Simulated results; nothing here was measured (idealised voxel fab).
process module | voxel double patterning
cross-section cut | 165 nm wide | cells 5 nm
A cross-section is a grid of square cells, given in bands from the top down. A band is one or more rows of cells.
Each band's line starts with the height of the band's top and of its bottom, in nm. Then come its materials from left to right, each with its width in nm. One material with "throughout" fills the band from edge to edge. "air" is empty space.
Height 0 is the level under which the wafer as received is all one material. The lowest band goes on downwards, as in "0 down".
A width such as "30 to 40" changes by the same amount from each row of cells to the next, from the band's top row to its bottom row.
"no change" after a step means that no cell of the cross-section changed.
closed voids: empty space of 8 cells or more with no open way to the top, each as width x height at its distance from the left edge, in nm
after a step's settings: what the simulator itself notes on the step
overlay nm, on a step with a mask: how far to the right of its planned place the mask lay; to the left if negative
plan
1 op RECEIVE | material Si
2 op CONFORMAL_DEP | material SiN | thk nm 5
3 op DIRECTIONAL_DEP | material SiO2 | thk nm 15
4 op DIRECTIONAL_DEP | material SiCN | thk nm 5
5 op DIRECTIONAL_DEP | material aC | thk nm 15
6 op PATTERN | tone open | mask id FIRST | material resist | width nm 15 | pitch nm 50 | thk nm 35 | overlay nm 0
7 op DIRECTIONAL_ETCH | etch materials aC | depth nm 15
8 op STRIP | etch materials resist
9 op DIRECTIONAL_ETCH | etch materials SiCN | depth nm 5
10 op STRIP | etch materials aC
11 op DIRECTIONAL_DEP | material aC | thk nm 15
12 op PATTERN | tone open | mask id SECOND | material resist | width nm 15 | thk nm 35 | overlay nm 0
13 op DIRECTIONAL_ETCH | etch materials aC | depth nm 15
14 op STRIP | etch materials resist
15 op DIRECTIONAL_ETCH | etch materials SiCN | depth nm 5
16 op STRIP | etch materials aC
17 op DIRECTIONAL_ETCH | etch materials SiO2 | depth nm 15
18 op STRIP | etch materials SiCN
first wafer, as planned
as received, after step 1
  0 down: Si throughout
  closed voids: none
after step 2
  5 to 0: SiN throughout
  below 0: unchanged
after step 3
  20 to 5: SiO2 throughout
  below 5: unchanged
after step 4
  25 to 20: SiCN throughout
  below 20: unchanged
after step 5
  40 to 25: aC throughout
  below 25: unchanged
after step 6
  75 to 40: resist 50 | air 15 | resist 35 | air 15 | resist 50
  below 40: unchanged
after step 7
  60 to 40: resist 50 | air 15 | resist 35 | air 15 | resist 50
  40 to 25: aC 50 | air 15 | aC 35 | air 15 | aC 50
  below 25: unchanged
after step 8
  40 to 25: aC 50 | air 15 | aC 35 | air 15 | aC 50
  below 25: unchanged
after step 9
  40 to 25: aC 50 | air 15 | aC 35 | air 15 | aC 50
  25 to 20: SiCN 50 | air 15 | SiCN 35 | air 15 | SiCN 50
  below 20: unchanged
after step 10
  25 to 20: SiCN 50 | air 15 | SiCN 35 | air 15 | SiCN 50
  below 20: unchanged
after step 11
  40 to 35: aC 50 | air 15 | aC 35 | air 15 | aC 50
  35 to 25: aC throughout
  25 to 20: SiCN 50 | aC 15 | SiCN 35 | aC 15 | SiCN 50
  below 20: unchanged
after step 12
  75 to 40: resist 75 | air 15 | resist 75
  40 to 35: aC 50 | resist 15 | aC 35 | resist 15 | aC 50
  below 35: unchanged
after step 13
  60 to 40: resist 75 | air 15 | resist 75
  40 to 35: aC 50 | resist 15 | aC 10 | air 15 | aC 10 | resist 15 | aC 50
  35 to 25: aC 75 | air 15 | aC 75
  below 25: unchanged
after step 14
  40 to 35: aC 50 | air 15 | aC 10 | air 15 | aC 10 | air 15 | aC 50
  below 35: unchanged
after step 15
  40 to 35: aC 50 | air 15 | aC 10 | air 15 | aC 10 | air 15 | aC 50
  35 to 25: aC 75 | air 15 | aC 75
  25 to 20: SiCN 50 | aC 15 | SiCN 10 | air 15 | SiCN 10 | aC 15 | SiCN 50
  below 20: unchanged
after step 16
  25 to 20: SiCN 50 | air 15 | SiCN 10 | air 15 | SiCN 10 | air 15 | SiCN 50
  below 20: unchanged
after step 17
  25 to 20: SiCN 50 | air 15 | SiCN 10 | air 15 | SiCN 10 | air 15 | SiCN 50
  20 to 5: SiO2 50 | air 15 | SiO2 10 | air 15 | SiO2 10 | air 15 | SiO2 50
  below 5: unchanged
after step 18
  20 to 5: SiO2 50 | air 15 | SiO2 10 | air 15 | SiO2 10 | air 15 | SiO2 50
  below 5: unchanged
second wafer: like start, like plan, one mistake. Through step 5 it matches the first wafer
when step 6 should have ended
  75 to 40: resist 60 | air 15 | resist 35 | air 15 | resist 40
  below 40: unchanged
when step 7 should have ended
  60 to 40: resist 60 | air 15 | resist 35 | air 15 | resist 40
  40 to 25: aC 60 | air 15 | aC 35 | air 15 | aC 40
  below 25: unchanged
when step 8 should have ended
  40 to 25: aC 60 | air 15 | aC 35 | air 15 | aC 40
  below 25: unchanged
when step 9 should have ended
  40 to 25: aC 60 | air 15 | aC 35 | air 15 | aC 40
  25 to 20: SiCN 60 | air 15 | SiCN 35 | air 15 | SiCN 40
  below 20: unchanged
when step 10 should have ended
  25 to 20: SiCN 60 | air 15 | SiCN 35 | air 15 | SiCN 40
  below 20: unchanged
when step 11 should have ended
  40 to 35: aC 60 | air 15 | aC 35 | air 15 | aC 40
  35 to 25: aC throughout
  25 to 20: SiCN 60 | aC 15 | SiCN 35 | aC 15 | SiCN 40
  below 20: unchanged
when step 12 should have ended
  75 to 40: resist 75 | air 15 | resist 75
  40 to 35: aC 60 | resist 15 | aC 35 | resist 15 | aC 40
  below 35: unchanged
when step 13 should have ended
  60 to 40: resist 75 | air 15 | resist 75
  40 to 35: aC 60 | resist 15 | air 15 | aC 20 | resist 15 | aC 40
  35 to 25: aC 75 | air 15 | aC 75
  below 25: unchanged
when step 14 should have ended
  40 to 35: aC 60 | air 30 | aC 20 | air 15 | aC 40
  below 35: unchanged
when step 15 should have ended
  40 to 35: aC 60 | air 30 | aC 20 | air 15 | aC 40
  35 to 25: aC 75 | air 15 | aC 75
  25 to 20: SiCN 60 | aC 15 | air 15 | SiCN 20 | aC 15 | SiCN 40
  below 20: unchanged
when step 16 should have ended
  25 to 20: SiCN 60 | air 30 | SiCN 20 | air 15 | SiCN 40
  below 20: unchanged
when step 17 should have ended
  25 to 20: SiCN 60 | air 30 | SiCN 20 | air 15 | SiCN 40
  20 to 5: SiO2 60 | air 30 | SiO2 20 | air 15 | SiO2 40
  below 5: unchanged
when step 18 should have ended
  20 to 5: SiO2 60 | air 30 | SiO2 20 | air 15 | SiO2 40
  below 5: unchanged
what went wrong: step 6 ran as: op PATTERN | tone open | mask id FIRST | material resist | width nm 15 | pitch nm 50 | thk nm 35 | overlay nm 10
at the end the second wafer has, in cells: as many of each material as the first, in other places
